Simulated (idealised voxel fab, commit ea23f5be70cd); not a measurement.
A process module follows: voxel self aligned contacts.
Section cut is 275 nm wide and gridded with 5 nm square cells.
Cross-section spec: square-cell grid; bands listed top down; each band is one or more rows.
Top, bottom (nm), then materials left to right with widths (nm); lone material tagged "full width" fills the whole band edge to edge; "air" = empty space.
All heights in this document are referenced to 0, defined as the level beneath which the wafer, as received, consists entirely of one material. The lowest band is not bounded below; it extends indefinitely downward and is written in the form "0 -> down".
The notation "30 to 40" denotes a width that varies across the rows of cells in the band, beginning at the first number in the top row, finishing at the second number in the bottom row, and changing by an identical amount from each row to the next.
"left unchanged" after a step means that no cell of the cross-section changed.
Reported under the label "Closed voids list" are the empty spaces having no open way to the top and comprising 8 cells or more; the notation for each is width x height at distance, in which the distance is measured from the left edge and all three values are in nm.
On each step's line, the part that comes after the settings is the simulator's own comment on the step.
overlay nm: mask right of planned place by this much (step with mask). Neg. = left.
**The process steps that were planned are listed below**
1,RECEIVE, material Si
2,OXIDIZE, depth nm 5
3,DIRECTIONAL_DEP, material polySi, thk nm 25
4,DIRECTIONAL_DEP, material SiN, thk nm 25
5,DIRECTIONAL_DEP, material aC, thk nm 15
6,PATTERN, tone cover, mask id GATE, material resist, width nm 25, pitch nm 80, thk nm 30, overlay nm 0
7,DIRECTIONAL_ETCH, etch materials aC, depth nm 15
8,STRIP, etch materials resist
9,DIRECTIONAL_ETCH, etch materials SiN, depth nm 25
10,DIRECTIONAL_ETCH, etch materials polySi, depth nm 25
11,STRIP, etch materials aC
12,CONFORMAL_DEP, material SiN, thk nm 10
13,DIRECTIONAL_ETCH, etch materials SiN, depth nm 10
14,FILL_DEP, material SiO2, thk nm 20
15,CMP, height nm 60
16,DIRECTIONAL_DEP, material aC, thk nm 10
17,PATTERN, tone open, mask id CONTACT, material resist, width nm 55, pitch nm 80, thk nm 25, overlay nm 0
18,DIRECTIONAL_ETCH, etch materials aC, depth nm 10
19,STRIP, etch materials resist
20,DIRECTIONAL_ETCH, etch materials SiO2, depth nm 65
21,STRIP, etch materials aC
22,CONFORMAL_DEP, material TiN, thk nm 5
23,FILL_DEP, material Ru, thk nm 10
24,CMP, height nm 60
25,CONFORMAL_DEP, material SiCN, thk nm 5
The wafers are alike at the start. At step 6, their width nm differs. The plan lists the first wafer's value.
**Cross-sectional view of the first of several wafers in the as-received condition, corresponding to the state following step 1**
0 -> down: Si full width
Closed voids list: none
**Here is the cross-section of the first of several wafers at the end of the module, after its last step, step 25**
65 -> 60: SiCN full width
60 -> 50: 70 nm SiO2  5 to 15 nm TiN  45 to 25 nm Ru  5 to 15 nm TiN  25 nm SiO2  5 to 15 nm TiN  45 to 25 nm Ru  5 to 15 nm TiN  70 nm SiO2
50 -> 25: 35 nm SiO2  45 nm SiN  5 nm TiN  25 nm Ru  5 nm TiN  45 nm SiN  5 nm TiN  25 nm Ru  5 nm TiN  45 nm SiN  35 nm SiO2
25 -> 0: 35 nm SiO2  10 nm SiN  25 nm polySi  10 nm SiN  5 nm TiN  25 nm Ru  5 nm TiN  10 nm SiN  25 nm polySi  10 nm SiN  5 nm TiN  25 nm Ru  5 nm TiN  10 nm SiN  25 nm polySi  10 nm SiN  35 nm SiO2
0 -> -5: 80 nm SiO2  35 nm TiN  45 nm SiO2  35 nm TiN  80 nm SiO2
-5 -> down: Si full width
Closed voids list: none
**Here's the last wafer cross-sectioned at the end of the module**
65 -> 60: SiCN full width
60 -> 55: 70 nm SiO2  5 nm TiN  45 nm Ru  5 nm TiN  25 nm SiO2  5 nm TiN  45 nm Ru  5 nm TiN  70 nm SiO2
55 -> 50: 70 nm SiO2  55 nm TiN  25 nm SiO2  55 nm TiN  70 nm SiO2
50 -> 25: 25 nm SiO2  70 nm SiN  10 nm TiN  70 nm SiN  10 nm TiN  70 nm SiN  20 nm SiO2
25 -> 0: 25 nm SiO2  10 nm SiN  50 nm polySi  10 nm SiN  10 nm TiN  10 nm SiN  50 nm polySi  10 nm SiN  10 nm TiN  10 nm SiN  50 nm polySi  10 nm SiN  20 nm SiO2
0 -> -5: 95 nm SiO2  10 nm TiN  70 nm SiO2  10 nm TiN  90 nm SiO2
-5 -> down: Si full width
Closed voids list: none
**Here is how to read the rows: every wafer has a row, and it shows the wafer at the end of the module, giving for each material how many cells were gained (+) or lost (-) since the wafer was received, then listing its closed voids**
width nm 25; +128 Ru; -55 Si; +55 SiCN; +195 SiN; +247 SiO2; +70 TiN; +75 polySi; Closed voids list: none
width nm 30; +106 Ru; -55 Si; +55 SiCN; +210 SiN; +239 SiO2; +70 TiN; +90 polySi; Closed voids list: none
width nm 35; +84 Ru; -55 Si; +55 SiCN; +225 SiN; +231 SiO2; +70 TiN; +105 polySi; Closed voids list: none
width nm 40; +62 Ru; -55 Si; +55 SiCN; +240 SiN; +223 SiO2; +70 TiN; +120 polySi; Closed voids list: none
width nm 45; +40 Ru; -55 Si; +55 SiCN; +255 SiN; +215 SiO2; +70 TiN; +135 polySi; Closed voids list: none
width nm 50; +18 Ru; -55 Si; +55 SiCN; +270 SiN; +207 SiO2; +70 TiN; +150 polySi; Closed voids list: none
